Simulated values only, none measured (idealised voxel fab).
A process module follows: voxel spacer lines.
In the cross-section labelled cut, the width is 210 nm and each square cell is 5 nm.
Notation: cross-section as square-cell grid; stated in bands, top first, going down; one or more cell rows per band.
First you get the band's top height and its bottom height, in nm, and then the materials it's made of, left to right, with each width in nm. If you see a single material with "all across", that one covers the band edge to edge. "empty" is empty space.
Heights from 0 (as-received wafer is one material below). Bottom band endless downward, as "0 -> down".
A width such as "30..40" changes by the same amount from each row of cells to the next, from the band's top row to its bottom row.
For the purposes of this document, the phrase "stayed the same" attached to a step denotes that no cell within the cross-section was modified by that step.
Heads up: "Cavities, closed" only lists the empty pockets with no open path to the top that are 8 cells or more, and it writes them as width x height at distance, distance from the left edge, in nm.
Where a step's line continues beyond its settings, the continuation is a remark by the simulator itself on that step.
Regarding "overlay nm": on a step with a mask, it is the distance the mask lay to the right of its planned place; a negative value places it to the left.
THE PROCESS STEPS THAT WERE PLANNED ARE LISTED BELOW
1) RECEIVE [material Si]
2) CONFORMAL_DEP [material Al2O3] [thk nm 10]
3) DIRECTIONAL_DEP [material W] [thk nm 10]
4) DIRECTIONAL_DEP [material aC] [thk nm 20]
5) PATTERN [tone cover] [mask id MANDREL] [material resist] [width nm 15] [pitch nm 50] [thk nm 25] [overlay nm 0]
6) DIRECTIONAL_ETCH [etch materials aC] [depth nm 20]
7) STRIP [etch materials resist]
8) CONFORMAL_DEP [material SiO2] [thk nm 10]
9) DIRECTIONAL_ETCH [etch materials SiO2] [depth nm 5]
10) STRIP [etch materials aC]
11) DIRECTIONAL_ETCH [etch materials W] [depth nm 10]
12) STRIP [etch materials SiO2]
The wafers are alike at the start. At step 9, their depth nm differs. The plan lists the first wafer's value.
AS-RECEIVED CROSS-SECTION, FIRST OF SEVERAL WAFERS, POST STEP 1
> 0 -> down | Si all across
> Cavities, closed: none
ROWS = WAFERS. AT MODULE END, EACH ROW LISTS PER MATERIAL THE CELLS GAINED (+) OR LOST (-) SINCE THE WAFER WAS RECEIVED, THEN THE CLOSED VOIDS
depth nm 5, +84 Al2O3, +84 W, +24 aC, Cavities, closed: none
depth nm 10, +84 Al2O3, +16 W, Cavities, closed: none
depth nm 15, +84 Al2O3, +16 W, Cavities, closed: none
depth nm 20, +84 Al2O3, +16 W, Cavities, closed: none
depth nm 25, +84 Al2O3, +16 W, Cavities, closed: none
